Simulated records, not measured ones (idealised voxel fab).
The process module that follows is named voxel air gaps.
Pictured: cross-section cut, 250 nm wide, on a grid of 5 nm square cells.
Just so we're on the same page, the cross-sections are grids of square cells, and they're listed out in bands top to bottom, each band one or more rows deep.
Heights first: top, then bottom, in nm. Then materials, left to right, each with a width in nm. "throughout" on a single material: fills the band edge to edge. "air": empty space.
A quick word on heights: they are counted from 0, and under that level the wafer as it came to us is one material throughout. The lowest band is different from the rest in having no bottom; it simply continues downward, written as in "0 nm and below".
It should be noted that a width expressed as "30..40" varies in equal increments from row to row of cells within the band, taking the value of the first number at the top row and that of the second number at the bottom row.
Given "nothing changed" for a step, no cell of the cross-section differs between before and after that step.
"Encapsulated voids" contains a list of empty spaces, each no smaller than 8 cells and without an open way to the top, written in the form width x height at distance with the distance from the left edge and all three in nm.
Post-settings text on a step line: simulator's own remark regarding the step.
The line of a step may include "overlay nm". On a step with a mask, this value is how far to the right of its planned place the mask lay. A negative value means the mask lay to the left.
[Planned process steps]
step 1: RECEIVE with material Si
step 2: CONFORMAL_DEP with material SiO2, thk nm 15
step 3: CONFORMAL_DEP with material SiN, thk nm 5
step 4: DIRECTIONAL_DEP with material SiO2, thk nm 40
step 5: DIRECTIONAL_DEP with material aC, thk nm 15
step 6: PATTERN with tone open, mask id LINES, material resist, width nm 15, pitch nm 40, thk nm 35, overlay nm 0
step 7: DIRECTIONAL_ETCH with etch materials aC, depth nm 15
step 8: STRIP with etch materials resist
step 9: DIRECTIONAL_ETCH with etch materials SiO2, depth nm 40
step 10: STRIP with etch materials aC
step 11: CONFORMAL_DEP with material TiN, thk nm 5
step 12: FILL_DEP with material Cu, thk nm 5
step 13: CMP with height nm 60
step 14: EPI with material Ru, thk nm 10
step 15: SELECTIVE_ETCH with etch materials SiO2, depth nm 50
step 16: CONFORMAL_DEP with material SiCN, thk nm 5
Quick note for whoever runs this: the wafers start identical, but the width nm at step 6 isn't the same across them. The plan just shows what the first wafer had.
[As-received state after step 1, first of several wafers, cross-section]
0 nm and below: Si throughout
Encapsulated voids: none
[Shown in cross-section: the first of several wafers at the end of the module, after its last step, step 16]
75 nm to 70 nm: air: 60; SiCN: 125; air: 65
70 nm to 60 nm: air: 60; SiCN: 5; Ru: 35; SiCN: 5; Ru: 35; SiCN: 5; Ru: 35; SiCN: 5; air: 65
60 nm to 55 nm: air: 60; SiCN: 15; TiN: 5; Cu: 5; TiN: 5; SiCN: 25; TiN: 5; Cu: 5; TiN: 5; SiCN: 25; TiN: 5; Cu: 5; TiN: 5; SiCN: 15; air: 65
55 nm to 25 nm: air: 70; SiCN: 5; TiN: 5; Cu: 5; TiN: 5; SiCN: 5; air: 15; SiCN: 5; TiN: 5; Cu: 5; TiN: 5; SiCN: 5; air: 15; SiCN: 5; TiN: 5; Cu: 5; TiN: 5; SiCN: 5; air: 75
25 nm to 20 nm: SiCN: 75; TiN: 15; SiCN: 25; TiN: 15; SiCN: 25; TiN: 15; SiCN: 80
20 nm to 15 nm: SiN throughout
15 nm to 0 nm: SiO2 throughout
0 nm and below: Si throughout
Encapsulated voids: 15 x 30 at 95; 15 x 30 at 135
[Cross-section, last wafer, module completion]
75 nm to 70 nm: air: 55; SiCN: 135; air: 60
70 nm to 60 nm: air: 55; SiCN: 5; Ru: 125; SiCN: 5; air: 60
60 nm to 55 nm: air: 55; SiCN: 15; TiN: 5; Cu: 15; TiN: 5; SiO2: 15; TiN: 5; Cu: 15; TiN: 5; SiO2: 15; TiN: 5; Cu: 15; TiN: 5; SiCN: 15; air: 60
55 nm to 25 nm: air: 65; SiCN: 5; TiN: 5; Cu: 15; TiN: 5; SiO2: 15; TiN: 5; Cu: 15; TiN: 5; SiO2: 15; TiN: 5; Cu: 15; TiN: 5; SiCN: 5; air: 70
25 nm to 20 nm: SiCN: 70; TiN: 25; SiO2: 15; TiN: 25; SiO2: 15; TiN: 25; SiCN: 75
20 nm to 15 nm: SiN throughout
15 nm to 0 nm: SiO2 throughout
0 nm and below: Si throughout
Encapsulated voids: none
[Quick key for the table: a row per wafer, taken at the end of the module. For each material it tells you how many cells the wafer gained (+) or lost (-) since it came in, and the closed voids come after]
width nm 15 | +21 Cu | +42 Ru | +126 SiCN | +50 SiN | +150 SiO2 | +51 TiN | Encapsulated voids: 15 x 30 at 95; 15 x 30 at 135
width nm 20 | +42 Cu | +48 Ru | +78 SiCN | +50 SiN | +214 SiO2 | +54 TiN | Encapsulated voids: none
width nm 25 | +63 Cu | +50 Ru | +78 SiCN | +50 SiN | +198 SiO2 | +57 TiN | Encapsulated voids: none
